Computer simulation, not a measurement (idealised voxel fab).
You're looking at the process module voxel transistor to metal.
Xsec cut, 190 nm wide, square cell size 5 nm.
Just so we're on the same page, the cross-sections are grids of square cells, and they're listed out in bands top to bottom, each band one or more rows deep.
Each band's line starts with the height of the band's top and of its bottom, in nm. Then come its materials from left to right, each with its width in nm. One material with "everywhere" fills the band from edge to edge. "air" is empty space.
Heads up on the height convention: 0 is the point under which the incoming wafer is all one material, and the lowest band has no bottom, it just keeps going down, like "0 -> down".
Width spec "30..40" -> top row of cells at first value, bottom row at second value, equal per-row change in between.
You'll sometimes find "nothing altered" written for a step, and that's the way of saying that nowhere in the cross-section did a cell change during that step.
Entry "Enclosed void list" = empty spaces >= 8 cells with no open way to the top; each as width x height at distance, distance from left edge, all nm.
Post-settings text on a step line: simulator's own remark regarding the step.
overlay nm: for a step with a mask, the amount by which the mask lay right of where it was planned; a negative amount means left of it.
Reading key. Pairs: pre-step and post-step cross-section, one process step apart; post-step view only to lowest changed band. Step between + settings: beneath pair. Runs: pairs may be from different runs of this module, same starting wafer. Continuation from pair above: only where "Before processing step" entry says.

### Before processing step
> 60 -> 35  SiO2 everywhere
> 35 -> 30  SiCN everywhere
> 30 -> 20  SiO2 40, TiN 5, Ru 10, TiN 5, SiO2 65, TiN 5, Ru 10, TiN 5, SiO2 45
> 20 -> 0  SiO2 40, TiN 5, Ru 10, TiN 5, SiO2 10, SiN 5, TiN 5, W 25, TiN 5, SiN 5, SiO2 10, TiN 5, Ru 10, TiN 5, SiO2 45
> 0 -> -5  SiO2 25, SiN 5, SiO2 10, TiN 20, SiO2 10, SiN 5, TiN 5, W 25, TiN 5, SiN 5, SiO2 10, TiN 20, SiO2 10, SiN 5, SiO2 30
> -5 -> -10  SiO2 30, pSi 40, TiN 45, pSi 40, SiO2 35
> -10 -> -30  SiO2 35, Si 115, SiO2 40
> -30 -> down  Si everywhere
> Enclosed void list: none

### After the Step
> 75 -> 60  resist 40, air 20, resist 65, air 20, resist 45
> Lower than 60, everything is as it was.
> Enclosed void list: none
To go from the before cross-section above to the after cross-section, apply PATTERN [tone open] [mask id METAL_1] [material resist] [width nm 20] [pitch nm 85] [thk nm 15] [overlay nm 0]

Before processing step: refer to the pair immediately above; the cross-section shown after its step is the state before this one.

### After the Step
> 75 -> 60  resist 40, air 20, resist 65, air 20, resist 45
> 60 -> 35  SiO2 40, air 20, SiO2 65, air 20, SiO2 45
> Lower than 35, everything is as it was.
> Enclosed void list: none
To go from the before cross-section above to the after cross-section, apply DIRECTIONAL_ETCH [etch materials SiO2] [depth nm 25]

Before processing step: refer to the pair immediately above; the cross-section shown after its step is the state before this one.

### After the Step
> 75 -> 60  resist 40, air 20, resist 65, air 20, resist 45
> 60 -> 35  SiO2 40, air 20, SiO2 65, air 20, SiO2 45
> 35 -> 30  SiCN 40, air 20, SiCN 65, air 20, SiCN 45
> Lower than 30, everything is as it was.
> Enclosed void list: none
To go from the before cross-section above to the after cross-section, apply DIRECTIONAL_ETCH [etch materials SiCN] [depth nm 5]

Before processing step: refer to the pair immediately above; the cross-section shown after its step is the state before this one.

### After the Step
> 60 -> 35  SiO2 40, air 20, SiO2 65, air 20, SiO2 45
> Lower than 35, everything is as it was.
> Enclosed void list: none
To go from the before cross-section above to the after cross-section, apply STRIP [etch materials resist]

Before processing step: refer to the pair immediately above; the cross-section shown after its step is the state before this one.

### After the Step
> 65 -> 60  TiN 45, air 10, TiN 75, air 10, TiN 50
> 60 -> 35  SiO2 40, TiN 5, air 10, TiN 5, SiO2 65, TiN 5, air 10, TiN 5, SiO2 45
> 35 -> 30  SiCN 40, TiN 20, SiCN 65, TiN 20, SiCN 45
> Lower than 30, everything is as it was.
> Enclosed void list: none
To go from the before cross-section above to the after cross-section, apply CONFORMAL_DEP [material TiN] [thk nm 5]

Before processing step: refer to the pair immediately above; the cross-section shown after its step is the state before this one.

### After the Step
> 70 -> 65  Cu everywhere
> 65 -> 60  TiN 45, Cu 10, TiN 75, Cu 10, TiN 50
> 60 -> 35  SiO2 40, TiN 5, Cu 10, TiN 5, SiO2 65, TiN 5, Cu 10, TiN 5, SiO2 45
> Lower than 35, everything is as it was.
> Enclosed void list: none
To go from the before cross-section above to the after cross-section, apply FILL_DEP [material Cu] [thk nm 5]

Before processing step: refer to the pair immediately above; the cross-section shown after its step is the state before this one.

### After the Step
> 60 -> 35  SiO2 40, TiN 5, Cu 10, TiN 5, SiO2 65, TiN 5, Cu 10, TiN 5, SiO2 45
> Lower than 35, everything is as it was.
> Enclosed void list: none
To go from the before cross-section above to the after cross-section, apply CMP [height nm 60]

Before processing step: refer to the pair immediately above; the cross-section shown after its step is the state before this one.

### After the Step
> 65 -> 60  air 35, Ru 30, air 55, Ru 30, air 40
> Lower than 60, everything is as it was.
> Enclosed void list: none
To go from the before cross-section above to the after cross-section, apply EPI [material Ru] [thk nm 5]

Before processing step: refer to the pair immediately above; the cross-section shown after its step is the state before this one.

### After the Step
> 70 -> 65  SiCN everywhere
> 65 -> 60  SiCN 35, Ru 30, SiCN 55, Ru 30, SiCN 40
> Lower than 60, everything is as it was.
> Enclosed void list: none
To go from the before cross-section above to the after cross-section, apply FILL_DEP [material SiCN] [thk nm 5]

Before processing step: refer to the pair immediately above; the cross-section shown after its step is the state before this one.

### After the Step
> 100 -> 70  lowk everywhere
> Lower than 70, everything is as it was.
> Enclosed void list: none
To go from the before cross-section above to the after cross-section, apply DIRECTIONAL_DEP [material lowk] [thk nm 30]

Before processing step: refer to the pair immediately above; the cross-section shown after its step is the state before this one.

### After the Step
> 115 -> 100  resist 40, air 15, resist 70, air 15, resist 50
> Lower than 100, everything is as it was.
> Enclosed void list: none
To go from the before cross-section above to the after cross-section, apply PATTERN [tone open] [mask id METAL_2_HOLES] [material resist] [width nm 15] [pitch nm 85] [thk nm 15] [overlay nm 0]

Before processing step: refer to the pair immediately above; the cross-section shown after its step is the state before this one.

### After the Step
> 115 -> 100  resist 40, air 15, resist 70, air 15, resist 50
> 100 -> 70  lowk 40, air 15, lowk 70, air 15, lowk 50
> Lower than 70, everything is as it was.
> Enclosed void list: none
To go from the before cross-section above to the after cross-section, apply DIRECTIONAL_ETCH [etch materials lowk] [depth nm 30]

Before processing step: refer to the pair immediately above; the cross-section shown after its step is the state before this one.

### After the Step
> 100 -> 70  lowk 40, air 15, lowk 70, air 15, lowk 50
> Lower than 70, everything is as it was.
> Enclosed void list: none
To go from the before cross-section above to the after cross-section, apply STRIP [etch materials resist]

Before processing step: refer to the pair immediately above; the cross-section shown after its step is the state before this one.

### After the Step
> 115 -> 100  resist 40, air 20, resist 65, air 20, resist 45
> Lower than 100, everything is as it was.
> Enclosed void list: none
To go from the before cross-section above to the after cross-section, apply PATTERN [tone open] [mask id METAL_2] [material resist] [width nm 20] [pitch nm 85] [thk nm 15] [overlay nm 0]

Before processing step: refer to the pair immediately above; the cross-section shown after its step is the state before this one.

### After the Step
> 115 -> 100  resist 40, air 20, resist 65, air 20, resist 45
> 100 -> 80  lowk 40, air 20, lowk 65, air 20, lowk 45
> Lower than 80, everything is as it was.
> Enclosed void list: none
To go from the before cross-section above to the after cross-section, apply DIRECTIONAL_ETCH [etch materials lowk] [depth nm 20]

Before processing step: refer to the pair immediately above; the cross-section shown after its step is the state before this one.

### After the Step
> 115 -> 100  resist 40, air 20, resist 65, air 20, resist 45
> 100 -> 80  lowk 40, air 20, lowk 65, air 20, lowk 45
> 80 -> 70  lowk 40, air 15, lowk 70, air 15, lowk 50
> 70 -> 65  SiCN 40, air 15, SiCN 70, air 15, SiCN 50
> Lower than 65, everything is as it was.
> Enclosed void list: none
To go from the before cross-section above to the after cross-section, apply DIRECTIONAL_ETCH [etch materials SiCN] [depth nm 5]

Before processing step: refer to the pair immediately above; the cross-section shown after its step is the state before this one.

### After the Step
> 100 -> 80  lowk 40, air 20, lowk 65, air 20, lowk 45
> Lower than 80, everything is as it was.
> Enclosed void list: none
To go from the before cross-section above to the after cross-section, apply STRIP [etch materials resist]

Before processing step: refer to the pair immediately above; the cross-section shown after its step is the state before this one.

### After the Step
> 105 -> 100  TiN 45, air 10, TiN 75, air 10, TiN 50
> 100 -> 85  lowk 40, TiN 5, air 10, TiN 5, lowk 65, TiN 5, air 10, TiN 5, lowk 45
> 85 -> 80  lowk 40, TiN 5, air 5, TiN 10, lowk 65, TiN 5, air 5, TiN 10, lowk 45
> 80 -> 70  lowk 40, TiN 5, air 5, TiN 5, lowk 70, TiN 5, air 5, TiN 5, lowk 50
> 70 -> 65  SiCN 40, TiN 15, SiCN 70, TiN 15, SiCN 50
> Lower than 65, everything is as it was.
> Enclosed void list: none
To go from the before cross-section above to the after cross-section, apply CONFORMAL_DEP [material TiN] [thk nm 5]

Before processing step: refer to the pair immediately above; the cross-section shown after its step is the state before this one.

### After the Step
> 110 -> 105  Cu everywhere
> 105 -> 100  TiN 45, Cu 10, TiN 75, Cu 10, TiN 50
> 100 -> 85  lowk 40, TiN 5, Cu 10, TiN 5, lowk 65, TiN 5, Cu 10, TiN 5, lowk 45
> 85 -> 80  lowk 40, TiN 5, Cu 5, TiN 10, lowk 65, TiN 5, Cu 5, TiN 10, lowk 45
> 80 -> 70  lowk 40, TiN 5, Cu 5, TiN 5, lowk 70, TiN 5, Cu 5, TiN 5, lowk 50
> Lower than 70, everything is as it was.
> Enclosed void list: none
To go from the before cross-section above to the after cross-section, apply FILL_DEP [material Cu] [thk nm 5]

Before processing step: refer to the pair immediately above; the cross-section shown after its step is the state before this one.

### After the Step
> 100 -> 85  lowk 40, TiN 5, Cu 10, TiN 5, lowk 65, TiN 5, Cu 10, TiN 5, lowk 45
> Lower than 85, everything is as it was.
> Enclosed void list: none
To go from the before cross-section above to the after cross-section, apply CMP [height nm 100]

Before processing step: refer to the pair immediately above; the cross-section shown after its step is the state before this one.

### After the Step
> 105 -> 100  SiN everywhere
> Lower than 100, everything is as it was.
> Enclosed void list: none
To go from the before cross-section above to the after cross-section, apply CONFORMAL_DEP [material SiN] [thk nm 5]

### Before processing step
> 100 -> 70  lowk everywhere
> 70 -> 65  SiCN everywhere
> 65 -> 60  SiCN 35, Ru 30, SiCN 55, Ru 30, SiCN 40
> 60 -> 35  SiO2 40, TiN 5, Cu 10, TiN 5, SiO2 65, TiN 5, Cu 10, TiN 5, SiO2 45
> 35 -> 30  SiCN 40, TiN 20, SiCN 65, TiN 20, SiCN 45
> 30 -> 20  SiO2 40, TiN 5, Ru 10, TiN 5, SiO2 65, TiN 5, Ru 10, TiN 5, SiO2 45
> 20 -> 0  SiO2 40, TiN 5, Ru 10, TiN 5, SiO2 10, SiN 5, HfO2 5, TiN 5, W 15, TiN 5, HfO2 5, SiN 5, SiO2 10, TiN 5, Ru 10, TiN 5, SiO2 45
> 0 -> -5  SiO2 25, SiN 5, SiO2 10, TiN 20, SiO2 10, SiN 5, HfO2 5, TiN 25, HfO2 5, SiN 5, SiO2 10, TiN 20, SiO2 10, SiN 5, SiO2 30
> -5 -> -10  SiO2 30, pSi 40, HfO2 45, pSi 40, SiO2 35
> -10 -> -30  SiO2 35, Si 115, SiO2 40
> -30 -> down  Si everywhere
> Enclosed void list: none

### After the Step
> 130 -> 70  lowk everywhere
> Lower than 70, everything is as it was.
> Enclosed void list: none
To go from the before cross-section above to the after cross-section, apply DIRECTIONAL_DEP [material lowk] [thk nm 30]

Before processing step: refer to the pair immediately above; the cross-section shown after its step is the state before this one.

### After the Step
> 145 -> 130  resist 40, air 15, resist 70, air 15, resist 50
> Lower than 130, everything is as it was.
> Enclosed void list: none
To go from the before cross-section above to the after cross-section, apply PATTERN [tone open] [mask id METAL_2_HOLES] [material resist] [width nm 15] [pitch nm 85] [thk nm 15] [overlay nm 0]

Before processing step: refer to the pair immediately above; the cross-section shown after its step is the state before this one.

### After the Step
> 145 -> 130  resist 40, air 15, resist 70, air 15, resist 50
> 130 -> 100  lowk 40, air 15, lowk 70, air 15, lowk 50
> Lower than 100, everything is as it was.
> Enclosed void list: none
To go from the before cross-section above to the after cross-section, apply DIRECTIONAL_ETCH [etch materials lowk] [depth nm 30]

Before processing step: refer to the pair immediately above; the cross-section shown after its step is the state before this one.

### After the Step
> 130 -> 100  lowk 40, air 15, lowk 70, air 15, lowk 50
> Lower than 100, everything is as it was.
> Enclosed void list: none
To go from the before cross-section above to the after cross-section, apply STRIP [etch materials resist]

Before processing step: refer to the pair immediately above; the cross-section shown after its step is the state before this one.

### After the Step
> 145 -> 130  resist 40, air 20, resist 65, air 20, resist 45
> Lower than 130, everything is as it was.
> Enclosed void list: none
To go from the before cross-section above to the after cross-section, apply PATTERN [tone open] [mask id METAL_2] [material resist] [width nm 20] [pitch nm 85] [thk nm 15] [overlay nm 0]

Before processing step: refer to the pair immediately above; the cross-section shown after its step is the state before this one.

### After the Step
> 145 -> 130  resist 40, air 20, resist 65, air 20, resist 45
> 130 -> 110  lowk 40, air 20, lowk 65, air 20, lowk 45
> 110 -> 80  lowk 40, air 15, lowk 70, air 15, lowk 50
> Lower than 80, everything is as it was.
> Enclosed void list: none
To go from the before cross-section above to the after cross-section, apply DIRECTIONAL_ETCH [etch materials lowk] [depth nm 20]

Before processing step: refer to the pair immediately above; the cross-section shown after its step is the state before this one.

### After the Step
> 130 -> 110  lowk 40, air 20, lowk 65, air 20, lowk 45
> Lower than 110, everything is as it was.
> Enclosed void list: none
To go from the before cross-section above to the after cross-section, apply STRIP [etch materials resist]

Before processing step: refer to the pair immediately above; the cross-section shown after its step is the state before this one.

### After the Step
> 135 -> 130  TiN 45, air 10, TiN 75, air 10, TiN 50
> 130 -> 115  lowk 40, TiN 5, air 10, TiN 5, lowk 65, TiN 5, air 10, TiN 5, lowk 45
> 115 -> 110  lowk 40, TiN 5, air 5, TiN 10, lowk 65, TiN 5, air 5, TiN 10, lowk 45
> 110 -> 85  lowk 40, TiN 5, air 5, TiN 5, lowk 70, TiN 5, air 5, TiN 5, lowk 50
> 85 -> 80  lowk 40, TiN 15, lowk 70, TiN 15, lowk 50
> Lower than 80, everything is as it was.
> Enclosed void list: none
To go from the before cross-section above to the after cross-section, apply CONFORMAL_DEP [material TiN] [thk nm 5]

Before processing step: refer to the pair immediately above; the cross-section shown after its step is the state before this one.

### After the Step
> 140 -> 135  Cu everywhere
> 135 -> 130  TiN 45, Cu 10, TiN 75, Cu 10, TiN 50
> 130 -> 115  lowk 40, TiN 5, Cu 10, TiN 5, lowk 65, TiN 5, Cu 10, TiN 5, lowk 45
> 115 -> 110  lowk 40, TiN 5, Cu 5, TiN 10, lowk 65, TiN 5, Cu 5, TiN 10, lowk 45
> 110 -> 85  lowk 40, TiN 5, Cu 5, TiN 5, lowk 70, TiN 5, Cu 5, TiN 5, lowk 50
> Lower than 85, everything is as it was.
> Enclosed void list: none
To go from the before cross-section above to the after cross-section, apply FILL_DEP [material Cu] [thk nm 5]

Before processing step: refer to the pair immediately above; the cross-section shown after its step is the state before this one.

### After the Step
> 100 -> 85  lowk 40, TiN 5, Cu 5, TiN 5, lowk 70, TiN 5, Cu 5, TiN 5, lowk 50
> Lower than 85, everything is as it was.
> Enclosed void list: none
To go from the before cross-section above to the after cross-section, apply CMP [height nm 100]

Before processing step: refer to the pair immediately above; the cross-section shown after its step is the state before this one.

### After the Step
> 105 -> 100  SiN everywhere
> Lower than 100, everything is as it was.
> Enclosed void list: none
To go from the before cross-section above to the after cross-section, apply CONFORMAL_DEP [material SiN] [thk nm 5]

### Before processing step
> 30 -> 20  SiO2 40, TiN 5, Ru 10, TiN 5, SiO2 65, TiN 5, Ru 10, TiN 5, SiO2 45
> 20 -> 0  SiO2 40, TiN 5, Ru 10, TiN 5, SiO2 10, SiN 5, HfO2 5, TiN 5, W 15, TiN 5, HfO2 5, SiN 5, SiO2 10, TiN 5, Ru 10, TiN 5, SiO2 45
> 0 -> -5  SiO2 25, SiN 5, SiO2 10, TiN 20, SiO2 10, SiN 5, HfO2 5, TiN 25, HfO2 5, SiN 5, SiO2 10, TiN 20, SiO2 10, SiN 5, SiO2 30
> -5 -> -10  SiO2 30, pSi 40, HfO2 45, pSi 40, SiO2 35
> -10 -> -30  SiO2 35, Si 115, SiO2 40
> -30 -> down  Si everywhere
> Enclosed void list: none

### After the Step
> 55 -> 30  SiO2 everywhere
> Lower than 30, everything is as it was.
> Enclosed void list: none
To go from the before cross-section above to the after cross-section, apply DIRECTIONAL_DEP [material SiO2] [thk nm 25]

Before processing step: refer to the pair immediately above; the cross-section shown after its step is the state before this one.

### After the Step
> 60 -> 55  SiCN everywhere
> Lower than 55, everything is as it was.
> Enclosed void list: none
To go from the before cross-section above to the after cross-section, apply CONFORMAL_DEP [material SiCN] [thk nm 5]

Before processing step: refer to the pair immediately above; the cross-section shown after its step is the state before this one.

### After the Step
> 75 -> 60  resist 40, air 20, resist 65, air 20, resist 45
> Lower than 60, everything is as it was.
> Enclosed void list: none
To go from the before cross-section above to the after cross-section, apply PATTERN [tone open] [mask id METAL_1] [material resist] [width nm 20] [pitch nm 85] [thk nm 15] [overlay nm 0]

Before processing step: refer to the pair immediately above; the cross-section shown after its step is the state before this one.

### After the Step
> 75 -> 60  resist 40, air 20, resist 65, air 20, resist 45
> 60 -> 55  SiCN 40, air 20, SiCN 65, air 20, SiCN 45
> Lower than 55, everything is as it was.
> Enclosed void list: none
To go from the before cross-section above to the after cross-section, apply DIRECTIONAL_ETCH [etch materials SiCN] [depth nm 5]

Before processing step: refer to the pair immediately above; the cross-section shown after its step is the state before this one.

### After the Step
> 60 -> 55  SiCN 40, air 20, SiCN 65, air 20, SiCN 45
> Lower than 55, everything is as it was.
> Enclosed void list: none
To go from the before cross-section above to the after cross-section, apply STRIP [etch materials resist]

Before processing step: refer to the pair immediately above; the cross-section shown after its step is the state before this one.

### After the Step
> 65 -> 60  TiN 45, air 10, TiN 75, air 10, TiN 50
> 60 -> 55  SiCN 40, TiN 20, SiCN 65, TiN 20, SiCN 45
> Lower than 55, everything is as it was.
> Enclosed void list: none
To go from the before cross-section above to the after cross-section, apply CONFORMAL_DEP [material TiN] [thk nm 5]

Before processing step: refer to the pair immediately above; the cross-section shown after its step is the state before this one.

### After the Step
> 70 -> 65  Cu everywhere
> 65 -> 60  TiN 45, Cu 10, TiN 75, Cu 10, TiN 50
> Lower than 60, everything is as it was.
> Enclosed void list: none
To go from the before cross-section above to the after cross-section, apply FILL_DEP [material Cu] [thk nm 5]

Before processing step: refer to the pair immediately above; the cross-section shown after its step is the state before this one.

### After the Step
> 60 -> 55  SiCN 40, TiN 20, SiCN 65, TiN 20, SiCN 45
> Lower than 55, everything is as it was.
> Enclosed void list: none
To go from the before cross-section above to the after cross-section, apply CMP [height nm 60]

Before processing step: refer to the pair immediately above; the cross-section shown after its step is the state before this one.

### After the Step
> 65 -> 60  air 35, Ru 30, air 55, Ru 30, air 40
> Lower than 60, everything is as it was.
> Enclosed void list: none
To go from the before cross-section above to the after cross-section, apply EPI [material Ru] [thk nm 5]

Before processing step: refer to the pair immediately above; the cross-section shown after its step is the state before this one.

### After the Step
> 70 -> 65  SiCN everywhere
> 65 -> 60  SiCN 35, Ru 30, SiCN 55, Ru 30, SiCN 40
> Lower than 60, everything is as it was.
> Enclosed void list: none
To go from the before cross-section above to the after cross-section, apply FILL_DEP [material SiCN] [thk nm 5]

Before processing step: refer to the pair immediately above; the cross-section shown after its step is the state before this one.

### After the Step
> 100 -> 70  lowk everywhere
> Lower than 70, everything is as it was.
> Enclosed void list: none
To go from the before cross-section above to the after cross-section, apply DIRECTIONAL_DEP [material lowk] [thk nm 30]

Before processing step: refer to the pair immediately above; the cross-section shown after its step is the state before this one.

### After the Step
> 115 -> 100  resist 40, air 15, resist 70, air 15, resist 50
> Lower than 100, everything is as it was.
> Enclosed void list: none
To go from the before cross-section above to the after cross-section, apply PATTERN [tone open] [mask id METAL_2_HOLES] [material resist] [width nm 15] [pitch nm 85] [thk nm 15] [overlay nm 0]

Before processing step: refer to the pair immediately above; the cross-section shown after its step is the state before this one.

### After the Step
> 115 -> 100  resist 40, air 15, resist 70, air 15, resist 50
> 100 -> 70  lowk 40, air 15, lowk 70, air 15, lowk 50
> Lower than 70, everything is as it was.
> Enclosed void list: none
To go from the before cross-section above to the after cross-section, apply DIRECTIONAL_ETCH [etch materials lowk] [depth nm 30]

Before processing step: refer to the pair immediately above; the cross-section shown after its step is the state before this one.

### After the Step
> 100 -> 70  lowk 40, air 15, lowk 70, air 15, lowk 50
> Lower than 70, everything is as it was.
> Enclosed void list: none
To go from the before cross-section above to the after cross-section, apply STRIP [etch materials resist]

Before processing step: refer to the pair immediately above; the cross-section shown after its step is the state before this one.

### After the Step
> 115 -> 100  resist 40, air 20, resist 65, air 20, resist 45
> Lower than 100, everything is as it was.
> Enclosed void list: none
To go from the before cross-section above to the after cross-section, apply PATTERN [tone open] [mask id METAL_2] [material resist] [width nm 20] [pitch nm 85] [thk nm 15] [overlay nm 0]

Before processing step: refer to the pair immediately above; the cross-section shown after its step is the state before this one.

### After the Step
> 115 -> 100  resist 40, air 20, resist 65, air 20, resist 45
> 100 -> 80  lowk 40, air 20, lowk 65, air 20, lowk 45
> Lower than 80, everything is as it was.
> Enclosed void list: none
To go from the before cross-section above to the after cross-section, apply DIRECTIONAL_ETCH [etch materials lowk] [depth nm 20]

Before processing step: refer to the pair immediately above; the cross-section shown after its step is the state before this one.

### After the Step
> 115 -> 100  resist 40, air 20, resist 65, air 20, resist 45
> 100 -> 80  lowk 40, air 20, lowk 65, air 20, lowk 45
> 80 -> 70  lowk 40, air 15, lowk 70, air 15, lowk 50
> 70 -> 65  SiCN 40, air 15, SiCN 70, air 15, SiCN 50
> Lower than 65, everything is as it was.
> Enclosed void list: none
To go from the before cross-section above to the after cross-section, apply DIRECTIONAL_ETCH [etch materials SiCN] [depth nm 5]

Before processing step: refer to the pair immediately above; the cross-section shown after its step is the state before this one.

### After the Step
> 100 -> 80  lowk 40, air 20, lowk 65, air 20, lowk 45
> Lower than 80, everything is as it was.
> Enclosed void list: none
To go from the before cross-section above to the after cross-section, apply STRIP [etch materials resist]

Before processing step: refer to the pair immediately above; the cross-section shown after its step is the state before this one.

### After the Step
> 105 -> 100  TiN 45, air 10, TiN 75, air 10, TiN 50
> 100 -> 85  lowk 40, TiN 5, air 10, TiN 5, lowk 65, TiN 5, air 10, TiN 5, lowk 45
> 85 -> 80  lowk 40, TiN 5, air 5, TiN 10, lowk 65, TiN 5, air 5, TiN 10, lowk 45
> 80 -> 70  lowk 40, TiN 5, air 5, TiN 5, lowk 70, TiN 5, air 5, TiN 5, lowk 50
> 70 -> 65  SiCN 40, TiN 15, SiCN 70, TiN 15, SiCN 50
> Lower than 65, everything is as it was.
> Enclosed void list: none
To go from the before cross-section above to the after cross-section, apply CONFORMAL_DEP [material TiN] [thk nm 5]

Before processing step: refer to the pair immediately above; the cross-section shown after its step is the state before this one.

### After the Step
> 110 -> 105  Cu everywhere
> 105 -> 100  TiN 45, Cu 10, TiN 75, Cu 10, TiN 50
> 100 -> 85  lowk 40, TiN 5, Cu 10, TiN 5, lowk 65, TiN 5, Cu 10, TiN 5, lowk 45
> 85 -> 80  lowk 40, TiN 5, Cu 5, TiN 10, lowk 65, TiN 5, Cu 5, TiN 10, lowk 45
> 80 -> 70  lowk 40, TiN 5, Cu 5, TiN 5, lowk 70, TiN 5, Cu 5, TiN 5, lowk 50
> Lower than 70, everything is as it was.
> Enclosed void list: none
To go from the before cross-section above to the after cross-section, apply FILL_DEP [material Cu] [thk nm 5]

Before processing step: refer to the pair immediately above; the cross-section shown after its step is the state before this one.

### After the Step
> 100 -> 85  lowk 40, TiN 5, Cu 10, TiN 5, lowk 65, TiN 5, Cu 10, TiN 5, lowk 45
> Lower than 85, everything is as it was.
> Enclosed void list: none
To go from the before cross-section above to the after cross-section, apply CMP [height nm 100]

Before processing step: refer to the pair immediately above; the cross-section shown after its step is the state before this one.

### After the Step
> 105 -> 100  SiN everywhere
> Lower than 100, everything is as it was.
> Enclosed void list: none
To go from the before cross-section above to the after cross-section, apply CONFORMAL_DEP [material SiN] [thk nm 5]

### Before processing step
> 10 -> 0  air 30, SiN 125, air 35
> 0 -> -5  air 30, SiO2 125, air 35
> -5 -> down  Si everywhere
> Enclosed void list: none

### After the Step
> 10 -> 0  air 30, SiN 125, air 35
> 0 -> -5  air 30, SiO2 125, air 35
> -5 -> -20  air 30, Si 125, air 35
> Lower than -20, everything is as it was.
> Enclosed void list: none
To go from the before cross-section above to the after cross-section, apply MASKED_ETCH [tone cover] [mask id ACTIVE] [width nm 125] [etch materials Si] [depth nm 15] [overlay nm 0]

Before processing step: refer to the pair immediately above; the cross-section shown after its step is the state before this one.

### After the Step
> 10 -> 0  air 30, SiN 125, air 35
> 0 -> -5  air 30, SiO2 125, air 35
> -5 -> -20  air 30, SiO2 5, Si 115, SiO2 5, air 35
> -20 -> -25  SiO2 35, Si 115, SiO2 40
> Lower than -25, everything is as it was.
> Enclosed void list: none
To go from the before cross-section above to the after cross-section, apply OXIDIZE [depth nm 5]

Before processing step: refer to the pair immediately above; the cross-section shown after its step is the state before this one.

### After the Step
> 15 -> 10  SiO2 everywhere
> 10 -> 0  SiO2 30, SiN 125, SiO2 35
> 0 -> -5  SiO2 everywhere
> -5 -> -25  SiO2 35, Si 115, SiO2 40
> Lower than -25, everything is as it was.
> Enclosed void list: none
To go from the before cross-section above to the after cross-section, apply FILL_DEP [material SiO2] [thk nm 5]

Before processing step: refer to the pair immediately above; the cross-section shown after its step is the state before this one.

### After the Step
> 10 -> 0  SiO2 30, SiN 125, SiO2 35
> Lower than 0, everything is as it was.
> Enclosed void list: none
To go from the before cross-section above to the after cross-section, apply CMP [height nm 10]

Before processing step: refer to the pair immediately above; the cross-section shown after its step is the state before this one.

### After the Step
> 10 -> 5  air 30, SiN 125, air 35
> Lower than 5, everything is as it was.
> Enclosed void list: none
To go from the before cross-section above to the after cross-section, apply SELECTIVE_ETCH [etch materials SiO2] [depth nm 5]

Before processing step: refer to the pair immediately above; the cross-section shown after its step is the state before this one.

### After the Step
> 5 -> 0  SiO2 30, air 125, SiO2 35
> Lower than 0, everything is as it was.
> Enclosed void list: none
To go from the before cross-section above to the after cross-section, apply STRIP [etch materials SiN]

Before processing step: refer to the pair immediately above; the cross-section shown after its step is the state before this one.

### After the Step
> 0 -> -5  SiO2 25, air 135, SiO2 30
> Lower than -5, everything is as it was.
> Enclosed void list: none
To go from the before cross-section above to the after cross-section, apply SELECTIVE_ETCH [etch materials SiO2] [depth nm 5]

Before processing step: refer to the pair immediately above; the cross-section shown after its step is the state before this one.

### After the Step
> 0 -> -5  SiO2 25, air 135, SiO2 30
> -5 -> -10  SiO2 everywhere
> Lower than -10, everything is as it was.
> Enclosed void list: none
To go from the before cross-section above to the after cross-section, apply OXIDIZE [depth nm 5]

Before processing step: refer to the pair immediately above; the cross-section shown after its step is the state before this one.

### After the Step
> 30 -> 25  polySi 25, air 135, polySi 30
> 25 -> 0  polySi everywhere
> 0 -> -5  SiO2 25, polySi 135, SiO2 30
> Lower than -5, everything is as it was.
> Enclosed void list: none
To go from the before cross-section above to the after cross-section, apply DIRECTIONAL_DEP [material polySi] [thk nm 30]

Before processing step: refer to the pair immediately above; the cross-section shown after its step is the state before this one.

### After the Step
> 40 -> 35  SiCN 25, air 135, SiCN 30
> 35 -> 30  SiCN everywhere
> 30 -> 25  polySi 25, SiCN 135, polySi 30
> Lower than 25, everything is as it was.
> Enclosed void list: none
To go from the before cross-section above to the after cross-section, apply DIRECTIONAL_DEP [material SiCN] [thk nm 10]

Before processing step: refer to the pair immediately above; the cross-section shown after its step is the state before this one.

### After the Step
> 35 -> 30  air 75, SiCN 35, air 80
> 30 -> 25  polySi 25, air 50, SiCN 35, air 50, polySi 30
> Lower than 25, everything is as it was.
> Enclosed void list: none
To go from the before cross-section above to the after cross-section, apply MASKED_ETCH [tone cover] [mask id GATE] [width nm 35] [etch materials SiCN] [depth nm 20] [overlay nm 0]

Before processing step: refer to the pair immediately above; the cross-section shown after its step is the state before this one.

### After the Step
> 35 -> 25  air 75, SiCN 35, air 80
> 25 -> 0  air 75, polySi 35, air 80
> 0 -> -5  SiO2 25, air 50, polySi 35, air 50, SiO2 30
> Lower than -5, everything is as it was.
> Enclosed void list: none
To go from the before cross-section above to the after cross-section, apply MASKED_ETCH [tone cover] [mask id GATE] [width nm 35] [etch materials polySi] [depth nm 40] [overlay nm 0]

Before processing step: refer to the pair immediately above; the cross-section shown after its step is the state before this one.

### After the Step
> 40 -> 35  air 70, SiN 45, air 75
> 35 -> 25  air 70, SiN 5, SiCN 35, SiN 5, air 75
> 25 -> 5  air 70, SiN 5, polySi 35, SiN 5, air 75
> 5 -> 0  SiN 30, air 40, SiN 5, polySi 35, SiN 5, air 40, SiN 35
> 0 -> -5  SiO2 25, SiN 50, polySi 35, SiN 50, SiO2 30
> Lower than -5, everything is as it was.
> Enclosed void list: none
To go from the before cross-section above to the after cross-section, apply CONFORMAL_DEP [material SiN] [thk nm 5]

Before processing step: refer to the pair immediately above; the cross-section shown after its step is the state before this one.

### After the Step
> 35 -> 25  air 70, SiN 5, SiCN 35, SiN 5, air 75
> 25 -> 0  air 70, SiN 5, polySi 35, SiN 5, air 75
> 0 -> -5  SiO2 25, SiN 5, air 40, SiN 5, polySi 35, SiN 5, air 40, SiN 5, SiO2 30
> Lower than -5, everything is as it was.
> Enclosed void list: none
To go from the before cross-section above to the after cross-section, apply DIRECTIONAL_ETCH [etch materials SiN] [depth nm 5]

Before processing step: refer to the pair immediately above; the cross-section shown after its step is the state before this one.

### After the Step
> 35 -> 25  air 70, SiN 5, SiCN 35, SiN 5, air 75
> 25 -> 0  air 70, SiN 5, polySi 35, SiN 5, air 75
> 0 -> -5  air 25, SiN 5, air 40, SiN 5, polySi 35, SiN 5, air 40, SiN 5, air 30
> -5 -> -10  SiO2 30, air 40, SiO2 45, air 40, SiO2 35
> Lower than -10, everything is as it was.
> Enclosed void list: none
To go from the before cross-section above to the after cross-section, apply DIRECTIONAL_ETCH [etch materials SiO2] [depth nm 5]
